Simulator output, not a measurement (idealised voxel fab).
Herein follows the process module entitled voxel self aligned contacts.
Displayed cross-section: cut, width of 260 nm, square cells sized 5 nm.
A cross-section is a grid of square cells, given in bands from the top down. A band is one or more rows of cells.
Look at the band entry: it leads with the top's height and the bottom's height in nm. Then it lists the materials left to right, with a width in nm for each. The word "all across" on a single material says that material fills the band edge to edge. The word "empty" is empty space.
Where do heights start? At 0: under that level the wafer as delivered is made of one material only. And the lowest band has no floor; it just carries on downward, as in "0 -> down".
With a width like "30..40", each row of cells in the band differs from the next by the same amount, the top row carrying the first number and the bottom row the second.
It should be understood that the words "nothing altered", when stated for a given step, signify that the cross-section underwent no change in any of its cells during that step.
"Internal closed voids" - sealed voids, min. 8 cells, no opening to top; format: width x height at distance (distance from left edge; nm throughout).
That trailing text on a step's line, after the settings, is the simulator's own remark on the step.
overlay nm: on a step with a mask, how far right of its planned place the mask lay; negative means left.
Set out below are the planned steps of the process
| 1 | RECEIVE | material Si |
| 2 | OXIDIZE | depth nm 5 |
| 3 | DIRECTIONAL_DEP | material polySi | thk nm 30 |
| 4 | DIRECTIONAL_DEP | material SiN | thk nm 15 |
| 5 | MASKED_ETCH | tone cover | mask id GATE | width nm 25 | pitch nm 60 | etch materials SiN | depth nm 15 | overlay nm 0 |
| 6 | MASKED_ETCH | tone cover | mask id GATE | width nm 25 | pitch nm 60 | etch materials polySi | depth nm 30 | overlay nm 0 |
| 7 | CONFORMAL_DEP | material SiN | thk nm 5 |
| 8 | DIRECTIONAL_ETCH | etch materials SiN | depth nm 5 |
| 9 | FILL_DEP | material SiO2 | thk nm 20 |
| 10 | CMP | height nm 55 |
| 11 | MASKED_ETCH | tone open | mask id CONTACT | width nm 45 | etch materials SiO2 | depth nm 60 | overlay nm 0 |
| 12 | CONFORMAL_DEP | material TiN | thk nm 5 |
| 13 | FILL_DEP | material W | thk nm 10 |
| 14 | CMP | height nm 55 |
| 15 | CONFORMAL_DEP | material SiN | thk nm 5 |
As-received state of the wafer in cross-section, equivalent to post-step 1
> 0 -> down = Si all across
> Internal closed voids: none
Result of the module, cross-sectioned: start per above, plan per above, one error in how it was run
> 60 -> 55 = SiN all across
> 55 -> 45 = W=100..75; TiN=5..30; SiO2=45; TiN=5..30; W=105..80
> 45 -> 30 = W=75; TiN=5; SiN=35; SiO2=25; SiN=35; TiN=5; W=80
> 30 -> 0 = W=75; TiN=5; SiN=5; polySi=25; SiN=5; SiO2=25; SiN=5; polySi=25; SiN=5; TiN=5; W=80
> 0 -> -5 = TiN=80; SiO2=95; TiN=85
> -5 -> down = Si all across
> Internal closed voids: none
Plan not followed: off-plan run, step 11, actual operation and settings MASKED_ETCH | tone cover | mask id CONTACT | width nm 45 | etch materials SiO2 | depth nm 60 | overlay nm 0
